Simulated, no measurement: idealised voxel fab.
process module | voxel released beams
cross-section cut | 195 nm wide | cells 5 nm
A cross-section is a grid of square cells, given in bands from the top down. A band is one or more rows of cells.
Each band's line starts with the height of the band's top and of its bottom, in nm. Then come its materials from left to right, each with its width in nm. One material with "throughout" fills the band from edge to edge. "air" is empty space.
Height 0 is the level under which the wafer as received is all one material. The lowest band goes on downwards, as in "0 down".
A width such as "30 to 40" changes by the same amount from each row of cells to the next, from the band's top row to its bottom row.
"no change" after a step means that no cell of the cross-section changed.
closed voids: empty space of 8 cells or more with no open way to the top, each as width x height at its distance from the left edge, in nm
after a step's settings: what the simulator itself notes on the step
overlay nm, on a step with a mask: how far to the right of its planned place the mask lay; to the left if negative
plan
1 op RECEIVE | material Si
2 op CONFORMAL_DEP | material Al2O3 | thk nm 10
3 op DIRECTIONAL_DEP | material SiO2 | thk nm 20
4 op MASKED_ETCH | tone open | mask id ANCHOR | width nm 35 | etch materials SiO2 | depth nm 20 | overlay nm 0
5 op CONFORMAL_DEP | material SiN | thk nm 15
6 op PATTERN | tone cover | mask id BEAM | material resist | width nm 100 | thk nm 15 | overlay nm -15
7 op DIRECTIONAL_ETCH | etch materials SiN | depth nm 15
8 op STRIP | etch materials resist
9 op STRIP | etch materials SiO2
varied across the wafers: overlay nm of step 6. The plan shows the first wafer's value. All wafers start alike
first wafer as received, after step 1
  0 down: Si throughout
  closed voids: none
first wafer at the end, after step 9
  45 to 30: air 30 | SiN 35 | air 5 | SiN 60 | air 65
  30 to 25: air 50 | SiN 15 | air 5 | SiN 15 | air 110
  25 to 10: air 50 | SiN 35 | air 110
  10 to 0: Al2O3 throughout
  0 down: Si throughout
  closed voids: none
last wafer at the end
  45 to 30: air 60 | SiN 5 | air 5 | SiN 90 | air 35
  30 to 25: air 50 | SiN 15 | air 5 | SiN 15 | air 110
  25 to 10: air 50 | SiN 35 | air 110
  10 to 0: Al2O3 throughout
  0 down: Si throughout
  closed voids: none
each wafer at the end: cells of each material gained (+) or lost (-) since it was received, then its closed voids
overlay nm -15 | +78 Al2O3 | +84 SiN | closed voids: none
overlay nm -10 | +78 Al2O3 | +84 SiN | closed voids: none
overlay nm -5 | +78 Al2O3 | +84 SiN | closed voids: none
overlay nm 0 | +78 Al2O3 | +84 SiN | closed voids: none
overlay nm 5 | +78 Al2O3 | +84 SiN | closed voids: none
overlay nm 10 | +78 Al2O3 | +84 SiN | closed voids: none
overlay nm 15 | +78 Al2O3 | +84 SiN | closed voids: none
